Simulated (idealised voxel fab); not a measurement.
process module | voxel wiring stack
cross-section cut | 300 nm wide | cells 5 nm
A cross-section is a grid of square cells, given in bands from the top down. A band is one or more rows of cells.
Each band's line starts with the height of the band's top and of its bottom, in nm. Then come its materials from left to right, each with its width in nm. One material with "throughout" fills the band from edge to edge. "air" is empty space.
Height 0 is the level under which the wafer as received is all one material. The lowest band goes on downwards, as in "0 down".
A width such as "30 to 40" changes by the same amount from each row of cells to the next, from the band's top row to its bottom row.
"no change" after a step means that no cell of the cross-section changed.
closed voids: empty space of 8 cells or more with no open way to the top, each as width x height at its distance from the left edge, in nm
after a step's settings: what the simulator itself notes on the step
overlay nm, on a step with a mask: how far to the right of its planned place the mask lay; to the left if negative
plan
1 op RECEIVE | material Si
2 op CONFORMAL_DEP | material SiO2 | thk nm 10
3 op DIRECTIONAL_DEP | material TiN | thk nm 5
4 op DIRECTIONAL_DEP | material W | thk nm 15
5 op PATTERN | tone cover | mask id METAL_1 | material resist | width nm 30 | pitch nm 50 | thk nm 20 | overlay nm 0
6 op DIRECTIONAL_ETCH | etch materials W | depth nm 15
7 op DIRECTIONAL_ETCH | etch materials TiN | depth nm 5
8 op STRIP | etch materials resist
9 op FILL_DEP | material lowk | thk nm 10
10 op CMP | height nm 30
11 op CONFORMAL_DEP | material SiCN | thk nm 5
12 op DIRECTIONAL_DEP | material lowk | thk nm 10
13 op PATTERN | tone open | mask id PLUG_1 | material resist | width nm 15 | pitch nm 50 | thk nm 20 | overlay nm 0
14 op DIRECTIONAL_ETCH | etch materials lowk | depth nm 10
15 op DIRECTIONAL_ETCH | etch materials SiCN | depth nm 5
16 op STRIP | etch materials resist
17 op EPI | material Ru | thk nm 10
18 op EPI | material Ru | thk nm 5
19 op CONFORMAL_DEP | material SiCN | thk nm 5
20 op DIRECTIONAL_DEP | material SiO2 | thk nm 15
21 op DIRECTIONAL_DEP | material aC | thk nm 10
22 op PATTERN | tone open | mask id METAL_2 | material resist | width nm 30 | pitch nm 50 | thk nm 30 | overlay nm 0
23 op DIRECTIONAL_ETCH | etch materials aC | depth nm 10
24 op STRIP | etch materials resist
25 op DIRECTIONAL_ETCH | etch materials SiO2 | depth nm 15
26 op DIRECTIONAL_ETCH | etch materials SiCN | depth nm 5
27 op STRIP | etch materials aC
28 op CONFORMAL_DEP | material TiN | thk nm 5
29 op FILL_DEP | material Ru | thk nm 10
30 op CMP | height nm 65
31 op EPI | material Ru | thk nm 5
32 op FILL_DEP | material SiCN | thk nm 5
varied across the wafers: width nm of step 13. The plan shows the first wafer's value. All wafers start alike
first wafer as received, after step 1
  0 down: Si throughout
  closed voids: none
first wafer at the end, after step 32
  75 to 70: SiCN throughout
  70 to 65: SiCN 80 | Ru 40 | SiCN 10 | Ru 40 | SiCN 10 | Ru 40 | SiCN 80
  65 to 50: SiO2 85 | TiN 5 | Ru 20 | TiN 5 | SiO2 20 | TiN 5 | Ru 20 | TiN 5 | SiO2 20 | TiN 5 | Ru 20 | TiN 5 | SiO2 85
  50 to 45: SiCN 85 | TiN 30 | SiCN 20 | TiN 30 | SiCN 20 | TiN 30 | SiCN 85
  45 to 35: lowk 85 | Ru 15 | lowk 35 | Ru 15 | lowk 35 | Ru 15 | lowk 100
  35 to 30: SiCN 85 | Ru 15 | SiCN 35 | Ru 15 | SiCN 35 | Ru 15 | SiCN 100
  30 to 15: lowk 85 | W 30 | lowk 20 | W 30 | lowk 20 | W 30 | lowk 85
  15 to 10: lowk 85 | TiN 30 | lowk 20 | TiN 30 | lowk 20 | TiN 30 | lowk 85
  10 to 0: SiO2 throughout
  0 down: Si throughout
  closed voids: none
last wafer at the end
  75 to 70: SiCN throughout
  70 to 65: SiCN 80 | Ru 40 | SiCN 10 | Ru 40 | SiCN 10 | Ru 40 | SiCN 80
  65 to 50: SiO2 85 | TiN 5 | Ru 20 | TiN 5 | SiO2 20 | TiN 5 | Ru 20 | TiN 5 | SiO2 20 | TiN 5 | Ru 20 | TiN 5 | SiO2 85
  50 to 45: SiCN 85 | TiN 30 | SiCN 20 | TiN 30 | SiCN 20 | TiN 30 | SiCN 85
  45 to 35: lowk 80 | Ru 30 | lowk 20 | Ru 30 | lowk 20 | Ru 30 | lowk 90
  35 to 30: SiCN 80 | Ru 30 | SiCN 20 | Ru 30 | SiCN 20 | Ru 30 | SiCN 90
  30 to 15: lowk 85 | W 30 | lowk 20 | W 30 | lowk 20 | W 30 | lowk 85
  15 to 10: lowk 85 | TiN 30 | lowk 20 | TiN 30 | lowk 20 | TiN 30 | lowk 85
  10 to 0: SiO2 throughout
  0 down: Si throughout
  closed voids: none
each wafer at the end: cells of each material gained (+) or lost (-) since it was received, then its closed voids
width nm 15 | +87 Ru | +189 SiCN | +246 SiO2 | +54 TiN | +54 W | +270 lowk | closed voids: none
width nm 20 | +96 Ru | +186 SiCN | +246 SiO2 | +54 TiN | +54 W | +264 lowk | closed voids: none
width nm 25 | +105 Ru | +183 SiCN | +246 SiO2 | +54 TiN | +54 W | +258 lowk | closed voids: none
width nm 30 | +114 Ru | +180 SiCN | +246 SiO2 | +54 TiN | +54 W | +252 lowk | closed voids: none
